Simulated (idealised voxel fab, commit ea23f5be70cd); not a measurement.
voxel released beams: a process module
FYI the section here is cut, 185 nm wide, cells are 5 nm squares.
A cross-section is written here as square cells arranged in a grid, and it is given in bands from the top down, each band taking up one or more rows of cells.
Heads up on the band format: heights come first, top then bottom, in nm. After that it's the materials left to right, each with its width in nm. A single material flagged "everywhere" fills the whole band edge to edge, and "empty" means there's empty space there.
It should be noted that heights are counted from 0, beneath which the wafer as supplied is of one material throughout, and that the lowest band possesses no lower boundary but continues downward, as written in "0 down".
Top row gets the first number, bottom row gets the second, and each row in between changes by the same step: that is how a band width like "30..40" works.
Step marked "no change"? Then no cell in the cross-section changed in it.
So "Enclosed void list" is basically the list of trapped voids: any empty space of 8 cells or more that can't reach the top through an opening. They're written width x height at distance, the distance being from the left edge, and it's all nm.
The remark found on a step's line after its settings is issued by the simulator itself and pertains to that step.
Regarding "overlay nm": on a step with a mask, it is the distance the mask lay to the right of its planned place; a negative value places it to the left.
[Process steps (planned)]
| 1 | RECEIVE | material Si |
| 2 | CONFORMAL_DEP | material SiN | thk nm 5 |
| 3 | DIRECTIONAL_DEP | material SiO2 | thk nm 20 |
| 4 | MASKED_ETCH | tone open | mask id ANCHOR | width nm 35 | etch materials SiO2 | depth nm 20 | overlay nm 0 |
| 5 | CONFORMAL_DEP | material W | thk nm 10 |
| 6 | PATTERN | tone cover | mask id BEAM | material resist | width nm 105 | thk nm 20 | overlay nm 0 |
| 7 | DIRECTIONAL_ETCH | etch materials W | depth nm 10 |
| 8 | STRIP | etch materials resist |
| 9 | STRIP | etch materials SiO2 |
[Cross-section: wafer on arrival = after step 1]
* 0 down: Si everywhere
* Enclosed void list: none
[What the wafer looks like in cross-section after this module, when it starts as shown above and follows the plan above but one mistake is made in running it]
* 35 to 25: 35 of empty; 105 of W; 45 of empty
* 25 to 0: SiN everywhere
* 0 down: Si everywhere
* Enclosed void list: none
Against the plan, the run slipped here: heads up, step 3 didn't go per plan, it actually ran as DIRECTIONAL_DEP | material SiN | thk nm 20
